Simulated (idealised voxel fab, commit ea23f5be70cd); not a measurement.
The following process module bears the name voxel gate over fins.
Square cell edge 5 nm, section width 185 nm, ID cut.
Cross-section spec: square-cell grid; bands listed top down; each band is one or more rows. Each band's line starts with the height of the band's top and of its bottom, in nm. Then come its materials from left to right, each with its width in nm. One material with "everywhere" fills the band from edge to edge. "blank" is empty space. Ref level 0: as-received wafer is one material below here. Bottom band extends down with no lower bound ("top 0, no bottom"). The two numbers in a width such as "30..40" mark its ends across the band: the first belongs to the top row of cells, the second to the bottom row, and from each row to the next the width moves by the same amount. The designation "nothing altered", where it is given for a processing step, indicates that no cell of the cross-section was altered in the course of that step. Enclosed voids (no open way to top), threshold 8 cells or more, entry "Completely enclosed voids", notation width x height at distance, distance from left edge, nm. Post-settings text on a step line: simulator's own remark regarding the step. overlay nm: mask offset rightward from planned place, masked step; negative means leftward offset.
This section lists the process steps that were planned
1: RECEIVE (material Si)
2: CONFORMAL_DEP (material SiN; thk nm 10)
3: PATTERN (tone cover; mask id FINS; material resist; width nm 15; pitch nm 40; thk nm 20; overlay nm 0)
4: DIRECTIONAL_ETCH (etch materials SiN; depth nm 10)
5: DIRECTIONAL_ETCH (etch materials Si; depth nm 35)
6: STRIP (etch materials resist)
7: FILL_DEP (material SiO2; thk nm 5)
8: CMP (height nm 10)
9: SELECTIVE_ETCH (etch materials SiO2; depth nm 25)
10: STRIP (etch materials SiN)
11: CONFORMAL_DEP (material HfO2; thk nm 5)
12: CONFORMAL_DEP (material TiN; thk nm 5)
13: CONFORMAL_DEP (material TiAl; thk nm 5)
14: CONFORMAL_DEP (material TiN; thk nm 5)
15: FILL_DEP (material W; thk nm 15)
16: CMP (height nm 30)
17: CONFORMAL_DEP (material SiCN; thk nm 5)
The cross-section here shows the wafer as received, i.e. in its state after step 1
- top 0, no bottom = Si everywhere
- Completely enclosed voids: none
Look at the cross-section after the module: the wafer started out the way shown above and the plan was the one shown above, yet one mistake was made along the way
- top 35, bottom 30 = SiCN everywhere
- top 30, bottom 20 = W everywhere
- top 20, bottom 15 = W 15, then TiN 135, then W 35
- top 15, bottom 10 = W 15, then TiN 5, then TiAl 125, then TiN 5, then W 35
- top 10, bottom 5 = W 15, then TiN 5, then TiAl 5, then TiN 35, then TiAl 5, then TiN 35, then TiAl 5, then TiN 35, then TiAl 5, then TiN 5, then W 35
- top 5, bottom 0 = TiN 20, then TiAl 5, then TiN 5, then HfO2 25, then TiN 5, then TiAl 5, then TiN 5, then HfO2 25, then TiN 5, then TiAl 5, then TiN 5, then HfO2 25, then TiN 5, then TiAl 5, then TiN 40
- top 0, bottom -5 = TiAl 25, then TiN 5, then HfO2 5, then Si 15, then HfO2 5, then TiN 5, then TiAl 5, then TiN 5, then HfO2 5, then Si 15, then HfO2 5, then TiN 5, then TiAl 5, then TiN 5, then HfO2 5, then Si 15, then HfO2 5, then TiN 5, then TiAl 45
- top -5, bottom -10 = TiN 30, then HfO2 5, then Si 15, then HfO2 5, then TiN 15, then HfO2 5, then Si 15, then HfO2 5, then TiN 15, then HfO2 5, then Si 15, then HfO2 5, then TiN 50
- top -10, bottom -15 = HfO2 35, then Si 15, then HfO2 25, then Si 15, then HfO2 25, then Si 15, then HfO2 55
- top -15, bottom -35 = SiO2 35, then Si 15, then SiO2 25, then Si 15, then SiO2 25, then Si 15, then SiO2 55
- top -35, no bottom = Si everywhere
- Completely enclosed voids: none
It is concluded that the wafer was processed incorrectly with respect to the plan, in that planned and actual differ for step 3; actual: PATTERN (tone cover; mask id FINS; material resist; width nm 15; pitch nm 40; thk nm 20; overlay nm -10)
